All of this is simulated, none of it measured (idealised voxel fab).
Documented hereafter: the process module known as voxel capacitor over wiring.
Pictured: cross-section cut, 145 nm wide, on a grid of 5 nm square cells.
Heads up, the way a cross-section reads in here is a grid of square cells, handed over as bands from the top down, with every band being one or more rows of cells.
Band: top height; bottom height; in nm. Then, left to right: material with width in nm, for each material. "all across": a single material spanning edge to edge. "blank": empty space.
Height is counted from the level 0, under which the received wafer is composed throughout of one material. The lowest of the bands is not closed at the bottom but continues downward, in the notation "0 and below".
Think of "30..40" as a width that walks from the first number to the second as you go down the band, top row to bottom row, taking equal-sized steps from row to row.
The cross-section has no changed cell in any step marked "nothing got changed".
Reported under the label "Enclosed void listing" are the empty spaces having no open way to the top and comprising 8 cells or more; the notation for each is width x height at distance, in which the distance is measured from the left edge and all three values are in nm.
after a step's settings: what the simulator itself notes on the step
The line of a step may include "overlay nm". On a step with a mask, this value is how far to the right of its planned place the mask lay. A negative value means the mask lay to the left.
Pairs, read this way: before one process step on the one hand, after it on the other, the after cross-section ending at the lowest band that changed; the step between, settings included, beneath. Same starting wafer throughout, but possibly different runs of this module, so no pair continues from the pair above unless its entry headed "Pre-step condition" says so.
Pre-step condition:
85 down to 75  SiO2 all across
75 down to 65  40 of SiO2, then 55 of TiN, then 50 of SiO2
65 down to 60  40 of SiO2, then 55 of SiN, then 50 of SiO2
60 down to 55  20 of SiO2, then 5 of TiN, then 15 of SiO2, then 60 of TiN, then 45 of SiO2
55 down to 50  SiO2 all across
50 down to 40  25 of SiO2, then 15 of TiN, then 105 of SiO2
40 down to 35  25 of SiO2, then 15 of SiN, then 105 of SiO2
35 down to 30  25 of SiCN, then 15 of TiN, then 105 of SiCN
30 down to 20  15 of W, then 5 of TiN, then 20 of SiO2, then 5 of TiN, then 55 of W, then 5 of TiN, then 20 of SiO2, then 5 of TiN, then 15 of W
20 down to 15  20 of TiN, then 20 of SiO2, then 65 of TiN, then 20 of SiO2, then 20 of TiN
15 down to 10  SiN all across
10 down to 0  SiO2 all across
0 and below  Si all across
Enclosed void listing: none
Cut View, Post-Step:
85 down to 75  35 of SiO2, then 15 of blank, then 95 of SiO2
Rest of section, below 75: as before.
Enclosed void listing: none
Transition step, before and after shown above: MASKED_ETCH with tone open, mask id PLUG_2, width nm 15, etch materials SiO2, depth nm 10, overlay nm 0
Pre-step condition: The structure entering this step is exactly what the pair just above shows after its step.
Cut View, Post-Step:
90 down to 85  40 of TiN, then 5 of blank, then 100 of TiN
85 down to 80  35 of SiO2, then 5 of TiN, then 5 of blank, then 5 of TiN, then 95 of SiO2
80 down to 75  35 of SiO2, then 15 of TiN, then 95 of SiO2
Rest of section, below 75: as before.
Enclosed void listing: none
Transition step, before and after shown above: CONFORMAL_DEP with material TiN, thk nm 5
Pre-step condition: The structure entering this step is exactly what the pair just above shows after its step.
Cut View, Post-Step:
95 down to 90  Cu all across
90 down to 85  40 of TiN, then 5 of Cu, then 100 of TiN
85 down to 80  35 of SiO2, then 5 of TiN, then 5 of Cu, then 5 of TiN, then 95 of SiO2
Rest of section, below 80: as before.
Enclosed void listing: none
Transition step, before and after shown above: FILL_DEP with material Cu, thk nm 5
Pre-step condition: The structure entering this step is exactly what the pair just above shows after its step.
Cut View, Post-Step:
85 down to 80  35 of SiO2, then 5 of TiN, then 5 of Cu, then 5 of TiN, then 95 of SiO2
Rest of section, below 80: as before.
Enclosed void listing: none
Transition step, before and after shown above: CMP with height nm 85
Pre-step condition: The structure entering this step is exactly what the pair just above shows after its step.
Cut View, Post-Step:
90 down to 85  SiCN all across
Rest of section, below 85: as before.
Enclosed void listing: none
Transition step, before and after shown above: CONFORMAL_DEP with material SiCN, thk nm 5
